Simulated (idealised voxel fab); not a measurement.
The document below concerns the process module designated voxel self aligned contacts.
This is section cut - it's 210 nm across, gridded in 5 nm square cells.
Cross-section = grid of square cells, listed top down in bands; band = one or more rows.
Each band's line starts with the height of the band's top and of its bottom, in nm. Then come its materials from left to right, each with its width in nm. One material with "all across" fills the band from edge to edge. "blank" is empty space.
We count height from 0. Below that, the starting wafer is all one material. The lowest band never ends at the bottom but goes on down; see "0 and below" for how that is written.
Width: "30..40" (first number = top row, second number = bottom row, same change from row to row of cells).
"left unchanged" means the step left every cell of the cross-section as it was.
In the "Closed void catalog" entry, you get each enclosed empty space of 8 cells or more, one with no open way to the top, written width x height at distance, distance from the left edge, in nm.
Whatever follows a step's settings on its line is a remark the simulator itself makes about that step.
"overlay nm" on a masked step: distance the mask lay right of its planned place, negative for left.

## Process steps foreseen in the plan
1) RECEIVE,material Si
2) CONFORMAL_DEP,material SiO2,thk nm 5
3) DIRECTIONAL_DEP,material polySi,thk nm 20
4) DIRECTIONAL_DEP,material SiN,thk nm 15
5) DIRECTIONAL_DEP,material aC,thk nm 10
6) PATTERN,tone cover,mask id GATE,material resist,width nm 35,pitch nm 60,thk nm 25,overlay nm 0
7) DIRECTIONAL_ETCH,etch materials aC,depth nm 10
8) STRIP,etch materials resist
9) DIRECTIONAL_ETCH,etch materials SiN,depth nm 15
10) DIRECTIONAL_ETCH,etch materials polySi,depth nm 20
11) STRIP,etch materials aC
12) CONFORMAL_DEP,material SiN,thk nm 5
13) DIRECTIONAL_ETCH,etch materials SiN,depth nm 5
14) FILL_DEP,material SiO2,thk nm 10
15) CMP,height nm 45
16) PATTERN,tone open,mask id CONTACT,material resist,width nm 35,thk nm 15,overlay nm 0
17) DIRECTIONAL_ETCH,etch materials SiO2,depth nm 45
18) STRIP,etch materials resist
19) CONFORMAL_DEP,material TiN,thk nm 5
20) FILL_DEP,material W,thk nm 10
21) CMP,height nm 45
22) CONFORMAL_DEP,material SiCN,thk nm 5

## Concerning the first of two wafers, which was run in accordance with the plan

## As received (post step 1): cross-section
	0 and below: Si all across
	Closed void catalog: none

## You're looking at a cross-section of the wafer after step 2
	5 down to 0: SiO2 all across
	Heights below 0 show no change.

## You're looking at a cross-section of the wafer after step 3
	25 down to 5: polySi all across
	Heights below 5 show no change.

## You're looking at a cross-section of the wafer after step 4
	40 down to 25: SiN all across
	Heights below 25 show no change.

## You're looking at a cross-section of the wafer after step 5
	50 down to 40: aC all across
	Heights below 40 show no change.

## You're looking at a cross-section of the wafer after step 6
	75 down to 50: 55 of blank; 35 of resist; 25 of blank; 35 of resist; 60 of blank
	Heights below 50 show no change.

## You're looking at a cross-section of the wafer after step 7
	65 down to 50: 55 of blank; 35 of resist; 25 of blank; 35 of resist; 60 of blank
	50 down to 40: 55 of blank; 35 of aC; 25 of blank; 35 of aC; 60 of blank
	Heights below 40 show no change.

## You're looking at a cross-section of the wafer after step 8
	50 down to 40: 55 of blank; 35 of aC; 25 of blank; 35 of aC; 60 of blank
	Heights below 40 show no change.

## You're looking at a cross-section of the wafer after step 9
	50 down to 40: 55 of blank; 35 of aC; 25 of blank; 35 of aC; 60 of blank
	40 down to 25: 55 of blank; 35 of SiN; 25 of blank; 35 of SiN; 60 of blank
	Heights below 25 show no change.

## You're looking at a cross-section of the wafer after step 10
	50 down to 40: 55 of blank; 35 of aC; 25 of blank; 35 of aC; 60 of blank
	40 down to 25: 55 of blank; 35 of SiN; 25 of blank; 35 of SiN; 60 of blank
	25 down to 5: 55 of blank; 35 of polySi; 25 of blank; 35 of polySi; 60 of blank
	Heights below 5 show no change.

## You're looking at a cross-section of the wafer after step 11
	40 down to 25: 55 of blank; 35 of SiN; 25 of blank; 35 of SiN; 60 of blank
	Heights below 25 show no change.

## You're looking at a cross-section of the wafer after step 12
	45 down to 25: 50 of blank; 45 of SiN; 15 of blank; 45 of SiN; 55 of blank
	25 down to 10: 50 of blank; 5 of SiN; 35 of polySi; 5 of SiN; 15 of blank; 5 of SiN; 35 of polySi; 5 of SiN; 55 of blank
	10 down to 5: 55 of SiN; 35 of polySi; 25 of SiN; 35 of polySi; 60 of SiN
	Heights below 5 show no change.

## You're looking at a cross-section of the wafer after step 13
	40 down to 25: 50 of blank; 45 of SiN; 15 of blank; 45 of SiN; 55 of blank
	25 down to 5: 50 of blank; 5 of SiN; 35 of polySi; 5 of SiN; 15 of blank; 5 of SiN; 35 of polySi; 5 of SiN; 55 of blank
	Heights below 5 show no change.

## You're looking at a cross-section of the wafer after step 14
	50 down to 40: SiO2 all across
	40 down to 25: 50 of SiO2; 45 of SiN; 15 of SiO2; 45 of SiN; 55 of SiO2
	25 down to 5: 50 of SiO2; 5 of SiN; 35 of polySi; 5 of SiN; 15 of SiO2; 5 of SiN; 35 of polySi; 5 of SiN; 55 of SiO2
	Heights below 5 show no change.

## You're looking at a cross-section of the wafer after step 15
	45 down to 40: SiO2 all across
	Heights below 40 show no change.

## You're looking at a cross-section of the wafer after step 16
	60 down to 45: 85 of resist; 35 of blank; 90 of resist
	Heights below 45 show no change.

## You're looking at a cross-section of the wafer after step 17
	60 down to 45: 85 of resist; 35 of blank; 90 of resist
	45 down to 40: 85 of SiO2; 35 of blank; 90 of SiO2
	40 down to 25: 50 of SiO2; 45 of SiN; 15 of blank; 45 of SiN; 55 of SiO2
	25 down to 5: 50 of SiO2; 5 of SiN; 35 of polySi; 5 of SiN; 15 of blank; 5 of SiN; 35 of polySi; 5 of SiN; 55 of SiO2
	5 down to 0: 95 of SiO2; 15 of blank; 100 of SiO2
	Heights below 0 show no change.

## You're looking at a cross-section of the wafer after step 18
	45 down to 40: 85 of SiO2; 35 of blank; 90 of SiO2
	Heights below 40 show no change.

## You're looking at a cross-section of the wafer after step 19
	50 down to 45: 90 of TiN; 25 of blank; 95 of TiN
	45 down to 40: 85 of SiO2; 15 of TiN; 5 of blank; 15 of TiN; 90 of SiO2
	40 down to 25: 50 of SiO2; 45 of SiN; 5 of TiN; 5 of blank; 5 of TiN; 45 of SiN; 55 of SiO2
	25 down to 5: 50 of SiO2; 5 of SiN; 35 of polySi; 5 of SiN; 5 of TiN; 5 of blank; 5 of TiN; 5 of SiN; 35 of polySi; 5 of SiN; 55 of SiO2
	5 down to 0: 95 of SiO2; 15 of TiN; 100 of SiO2
	Heights below 0 show no change.

## You're looking at a cross-section of the wafer after step 20
	60 down to 50: W all across
	50 down to 45: 90 of TiN; 25 of W; 95 of TiN
	45 down to 40: 85 of SiO2; 15 of TiN; 5 of W; 15 of TiN; 90 of SiO2
	40 down to 25: 50 of SiO2; 45 of SiN; 5 of TiN; 5 of W; 5 of TiN; 45 of SiN; 55 of SiO2
	25 down to 5: 50 of SiO2; 5 of SiN; 35 of polySi; 5 of SiN; 5 of TiN; 5 of W; 5 of TiN; 5 of SiN; 35 of polySi; 5 of SiN; 55 of SiO2
	Heights below 5 show no change.

## You're looking at a cross-section of the wafer after step 21
	45 down to 40: 85 of SiO2; 15 of TiN; 5 of W; 15 of TiN; 90 of SiO2
	Heights below 40 show no change.

## You're looking at a cross-section of the wafer after step 22
	50 down to 45: SiCN all across
	Heights below 45 show no change.

## The second wafer began exactly as the first did and followed the same plan, but one mistake was made while running it; through step 5 inclusive, the two wafers are identical

## Here is the second wafer in cross-section at the point where step 6 of the plan should have been done
	75 down to 50: 60 of blank; 25 of resist; 35 of blank; 25 of resist; 65 of blank
	Heights below 50 show no change.

## Here is the second wafer in cross-section at the point where step 7 of the plan should have been done
	65 down to 50: 60 of blank; 25 of resist; 35 of blank; 25 of resist; 65 of blank
	50 down to 40: 60 of blank; 25 of aC; 35 of blank; 25 of aC; 65 of blank
	Heights below 40 show no change.

## Here is the second wafer in cross-section at the point where step 8 of the plan should have been done
	50 down to 40: 60 of blank; 25 of aC; 35 of blank; 25 of aC; 65 of blank
	Heights below 40 show no change.

## Here is the second wafer in cross-section at the point where step 9 of the plan should have been done
	50 down to 40: 60 of blank; 25 of aC; 35 of blank; 25 of aC; 65 of blank
	40 down to 25: 60 of blank; 25 of SiN; 35 of blank; 25 of SiN; 65 of blank
	Heights below 25 show no change.

## Here is the second wafer in cross-section at the point where step 10 of the plan should have been done
	50 down to 40: 60 of blank; 25 of aC; 35 of blank; 25 of aC; 65 of blank
	40 down to 25: 60 of blank; 25 of SiN; 35 of blank; 25 of SiN; 65 of blank
	25 down to 5: 60 of blank; 25 of polySi; 35 of blank; 25 of polySi; 65 of blank
	Heights below 5 show no change.

## Here is the second wafer in cross-section at the point where step 11 of the plan should have been done
	40 down to 25: 60 of blank; 25 of SiN; 35 of blank; 25 of SiN; 65 of blank
	Heights below 25 show no change.

## Here is the second wafer in cross-section at the point where step 12 of the plan should have been done
	45 down to 25: 55 of blank; 35 of SiN; 25 of blank; 35 of SiN; 60 of blank
	25 down to 10: 55 of blank; 5 of SiN; 25 of polySi; 5 of SiN; 25 of blank; 5 of SiN; 25 of polySi; 5 of SiN; 60 of blank
	10 down to 5: 60 of SiN; 25 of polySi; 35 of SiN; 25 of polySi; 65 of SiN
	Heights below 5 show no change.

## Here is the second wafer in cross-section at the point where step 13 of the plan should have been done
	40 down to 25: 55 of blank; 35 of SiN; 25 of blank; 35 of SiN; 60 of blank
	25 down to 5: 55 of blank; 5 of SiN; 25 of polySi; 5 of SiN; 25 of blank; 5 of SiN; 25 of polySi; 5 of SiN; 60 of blank
	Heights below 5 show no change.

## Here is the second wafer in cross-section at the point where step 14 of the plan should have been done
	50 down to 40: SiO2 all across
	40 down to 25: 55 of SiO2; 35 of SiN; 25 of SiO2; 35 of SiN; 60 of SiO2
	25 down to 5: 55 of SiO2; 5 of SiN; 25 of polySi; 5 of SiN; 25 of SiO2; 5 of SiN; 25 of polySi; 5 of SiN; 60 of SiO2
	Heights below 5 show no change.

## Here is the second wafer in cross-section at the point where step 15 of the plan should have been done
	45 down to 40: SiO2 all across
	Heights below 40 show no change.

## Here is the second wafer in cross-section at the point where step 16 of the plan should have been done
	60 down to 45: 85 of resist; 35 of blank; 90 of resist
	Heights below 45 show no change.

## Here is the second wafer in cross-section at the point where step 17 of the plan should have been done
	60 down to 45: 85 of resist; 35 of blank; 90 of resist
	45 down to 40: 85 of SiO2; 35 of blank; 90 of SiO2
	40 down to 25: 55 of SiO2; 35 of SiN; 25 of blank; 35 of SiN; 60 of SiO2
	25 down to 5: 55 of SiO2; 5 of SiN; 25 of polySi; 5 of SiN; 25 of blank; 5 of SiN; 25 of polySi; 5 of SiN; 60 of SiO2
	5 down to 0: 90 of SiO2; 25 of blank; 95 of SiO2
	Heights below 0 show no change.

## Here is the second wafer in cross-section at the point where step 18 of the plan should have been done
	45 down to 40: 85 of SiO2; 35 of blank; 90 of SiO2
	Heights below 40 show no change.

## Here is the second wafer in cross-section at the point where step 19 of the plan should have been done
	50 down to 45: 90 of TiN; 25 of blank; 95 of TiN
	45 down to 40: 85 of SiO2; 10 of TiN; 15 of blank; 10 of TiN; 90 of SiO2
	40 down to 25: 55 of SiO2; 35 of SiN; 5 of TiN; 15 of blank; 5 of TiN; 35 of SiN; 60 of SiO2
	25 down to 5: 55 of SiO2; 5 of SiN; 25 of polySi; 5 of SiN; 5 of TiN; 15 of blank; 5 of TiN; 5 of SiN; 25 of polySi; 5 of SiN; 60 of SiO2
	5 down to 0: 90 of SiO2; 25 of TiN; 95 of SiO2
	Heights below 0 show no change.

## Here is the second wafer in cross-section at the point where step 20 of the plan should have been done
	60 down to 50: W all across
	50 down to 45: 90 of TiN; 25 of W; 95 of TiN
	45 down to 40: 85 of SiO2; 10 of TiN; 15 of W; 10 of TiN; 90 of SiO2
	40 down to 25: 55 of SiO2; 35 of SiN; 5 of TiN; 15 of W; 5 of TiN; 35 of SiN; 60 of SiO2
	25 down to 5: 55 of SiO2; 5 of SiN; 25 of polySi; 5 of SiN; 5 of TiN; 15 of W; 5 of TiN; 5 of SiN; 25 of polySi; 5 of SiN; 60 of SiO2
	Heights below 5 show no change.

## Here is the second wafer in cross-section at the point where step 21 of the plan should have been done
	45 down to 40: 85 of SiO2; 10 of TiN; 15 of W; 10 of TiN; 90 of SiO2
	Heights below 40 show no change.

## Here is the second wafer in cross-section at the point where step 22 of the plan should have been done
	50 down to 45: SiCN all across
	Heights below 45 show no change.
Processing error: step 6 went in with a setting other than planned; the actual run was PATTERN,tone cover,mask id GATE,material resist,width nm 25,pitch nm 60,thk nm 25,overlay nm 0
Counted in cells at the end, the second wafer holds more or fewer of these materials than the first: SiN -12, SiO2 +12, W +16, polySi -16
